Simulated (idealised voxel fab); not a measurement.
Process module, titled voxel fin reveal
The width of the displayed cross-section, cut, is 285 nm; its cells are square, with a size of 5 nm.
Heads up, the way a cross-section reads in here is a grid of square cells, handed over as bands from the top down, with every band being one or more rows of cells.
Per band: top height and bottom height in nm, followed by the left-to-right materials and their widths in nm; "everywhere" marks a single material spanning edge to edge, "air" marks empty space.
Zero point of the height axis is 0; under it, received wafer = one material. Lowest band: continues down indefinitely, "z 0 and below".
The two numbers in a width such as "30->40" mark its ends across the band: the first belongs to the top row of cells, the second to the bottom row, and from each row to the next the width moves by the same amount.
The cross-section has no changed cell in any step marked "stayed the same".
Closed empty spaces (no open way to the top) of 8 cells or more are what "Trapped voids" lists, each as width x height at distance from the left edge, nm for all three.
after a step's settings: what the simulator itself notes on the step
"overlay nm" denotes, for a step that has a mask, the displacement of the mask to the right of its planned place, with negative values corresponding to the left.

Process steps foreseen in the plan
- 1: op RECEIVE | material Si
- 2: op CONFORMAL_DEP | material SiN | thk nm 10
- 3: op MASKED_ETCH | tone cover | mask id FINS | width nm 15 | pitch nm 35 | etch materials SiN | depth nm 10 | overlay nm 0
- 4: op MASKED_ETCH | tone cover | mask id FINS | width nm 15 | pitch nm 35 | etch materials Si | depth nm 30 | overlay nm 0
- 5: op OXIDIZE | depth nm 5
- 6: op FILL_DEP | material SiO2 | thk nm 15
- 7: op CMP | height nm 10
- 8: op SELECTIVE_ETCH | etch materials SiO2 | depth nm 20
- 9: op STRIP | etch materials SiN
- 10: op CONFORMAL_DEP | material SiO2 | thk nm 5

On the first of the two wafers: run conducted according to plan

Shown in cross-section is the wafer as received, that is, as it stands after step 1
> z 0 and below = Si everywhere
> Trapped voids: none

The following cross-section depicts the wafer upon completion of step 2
> z 10 to 0 = SiN everywhere
> Everything under 0 stays put, no change at all.

The following cross-section depicts the wafer upon completion of step 3
> z 10 to 0 = air: 80 | SiN: 15 | air: 20 | SiN: 15 | air: 20 | SiN: 15 | air: 20 | SiN: 15 | air: 85
> Everything under 0 stays put, no change at all.

The following cross-section depicts the wafer upon completion of step 4
> z 10 to 0 = air: 80 | SiN: 15 | air: 20 | SiN: 15 | air: 20 | SiN: 15 | air: 20 | SiN: 15 | air: 85
> z 0 to -30 = air: 80 | Si: 15 | air: 20 | Si: 15 | air: 20 | Si: 15 | air: 20 | Si: 15 | air: 85
> Everything under -30 stays put, no change at all.

The following cross-section depicts the wafer upon completion of step 5
> z 10 to 0 = air: 80 | SiN: 15 | air: 20 | SiN: 15 | air: 20 | SiN: 15 | air: 20 | SiN: 15 | air: 85
> z 0 to -30 = air: 80 | SiO2: 5 | Si: 5 | SiO2: 5 | air: 20 | SiO2: 5 | Si: 5 | SiO2: 5 | air: 20 | SiO2: 5 | Si: 5 | SiO2: 5 | air: 20 | SiO2: 5 | Si: 5 | SiO2: 5 | air: 85
> z -30 to -35 = SiO2: 85 | Si: 5 | SiO2: 30 | Si: 5 | SiO2: 30 | Si: 5 | SiO2: 30 | Si: 5 | SiO2: 90
> Everything under -35 stays put, no change at all.

The following cross-section depicts the wafer upon completion of step 6
> z 25 to 10 = SiO2 everywhere
> z 10 to 0 = SiO2: 80 | SiN: 15 | SiO2: 20 | SiN: 15 | SiO2: 20 | SiN: 15 | SiO2: 20 | SiN: 15 | SiO2: 85
> z 0 to -35 = SiO2: 85 | Si: 5 | SiO2: 30 | Si: 5 | SiO2: 30 | Si: 5 | SiO2: 30 | Si: 5 | SiO2: 90
> Everything under -35 stays put, no change at all.

The following cross-section depicts the wafer upon completion of step 7
> z 10 to 0 = SiO2: 80 | SiN: 15 | SiO2: 20 | SiN: 15 | SiO2: 20 | SiN: 15 | SiO2: 20 | SiN: 15 | SiO2: 85
> Everything under 0 stays put, no change at all.

The following cross-section depicts the wafer upon completion of step 8
> z 10 to 0 = air: 80 | SiN: 15 | air: 20 | SiN: 15 | air: 20 | SiN: 15 | air: 20 | SiN: 15 | air: 85
> z 0 to -10 = air: 85 | Si: 5 | air: 30 | Si: 5 | air: 30 | Si: 5 | air: 30 | Si: 5 | air: 90
> Everything under -10 stays put, no change at all.

The following cross-section depicts the wafer upon completion of step 9
> z 0 to -10 = air: 85 | Si: 5 | air: 30 | Si: 5 | air: 30 | Si: 5 | air: 30 | Si: 5 | air: 90
> Everything under -10 stays put, no change at all.

The following cross-section depicts the wafer upon completion of step 10
> z 5 to 0 = air: 80 | SiO2: 15 | air: 20 | SiO2: 15 | air: 20 | SiO2: 15 | air: 20 | SiO2: 15 | air: 85
> z 0 to -5 = air: 80 | SiO2: 5 | Si: 5 | SiO2: 5 | air: 20 | SiO2: 5 | Si: 5 | SiO2: 5 | air: 20 | SiO2: 5 | Si: 5 | SiO2: 5 | air: 20 | SiO2: 5 | Si: 5 | SiO2: 5 | air: 85
> z -5 to -35 = SiO2: 85 | Si: 5 | SiO2: 30 | Si: 5 | SiO2: 30 | Si: 5 | SiO2: 30 | Si: 5 | SiO2: 90
> Everything under -35 stays put, no change at all.

Wafer two. Same start, same plan, one slip in execution. Same as wafer one through step 2, inclusive

What the second wafer looks like in cross-section when step 3 should have wrapped up
> z 10 to 0 = SiN: 80 | air: 15 | SiN: 20 | air: 15 | SiN: 20 | air: 15 | SiN: 20 | air: 15 | SiN: 85
> Everything under 0 stays put, no change at all.

What the second wafer looks like in cross-section when step 4 should have wrapped up: stayed the same

What the second wafer looks like in cross-section when step 5 should have wrapped up
> z 10 to 0 = SiN: 80 | air: 15 | SiN: 20 | air: 15 | SiN: 20 | air: 15 | SiN: 20 | air: 15 | SiN: 85
> z 0 to -5 = Si: 75 | SiO2: 25 | Si: 10 | SiO2: 25 | Si: 10 | SiO2: 25 | Si: 10 | SiO2: 25 | Si: 80
> Everything under -5 stays put, no change at all.

What the second wafer looks like in cross-section when step 6 should have wrapped up
> z 25 to 10 = SiO2 everywhere
> z 10 to 0 = SiN: 80 | SiO2: 15 | SiN: 20 | SiO2: 15 | SiN: 20 | SiO2: 15 | SiN: 20 | SiO2: 15 | SiN: 85
> Everything under 0 stays put, no change at all.

What the second wafer looks like in cross-section when step 7 should have wrapped up
> z 10 to 0 = SiN: 80 | SiO2: 15 | SiN: 20 | SiO2: 15 | SiN: 20 | SiO2: 15 | SiN: 20 | SiO2: 15 | SiN: 85
> Everything under 0 stays put, no change at all.

What the second wafer looks like in cross-section when step 8 should have wrapped up
> z 10 to 0 = SiN: 80 | air: 15 | SiN: 20 | air: 15 | SiN: 20 | air: 15 | SiN: 20 | air: 15 | SiN: 85
> z 0 to -5 = Si: 75 | air: 25 | Si: 10 | air: 25 | Si: 10 | air: 25 | Si: 10 | air: 25 | Si: 80
> Everything under -5 stays put, no change at all.

What the second wafer looks like in cross-section when step 9 should have wrapped up
> z 0 to -5 = Si: 75 | air: 25 | Si: 10 | air: 25 | Si: 10 | air: 25 | Si: 10 | air: 25 | Si: 80
> Everything under -5 stays put, no change at all.

What the second wafer looks like in cross-section when step 10 should have wrapped up
> z 5 to 0 = SiO2: 80 | air: 15 | SiO2: 20 | air: 15 | SiO2: 20 | air: 15 | SiO2: 20 | air: 15 | SiO2: 85
> z 0 to -5 = Si: 75 | SiO2: 25 | Si: 10 | SiO2: 25 | Si: 10 | SiO2: 25 | Si: 10 | SiO2: 25 | Si: 80
> Everything under -5 stays put, no change at all.
Plan not followed: rather than as planned, step 3 actually ran as op MASKED_ETCH | tone open | mask id FINS | width nm 15 | pitch nm 35 | etch materials SiN | depth nm 10 | overlay nm 0
The final cell counts differ between the wafers, with the second having more or fewer of some materials than the first: 351 more of Si, 273 fewer of SiO2
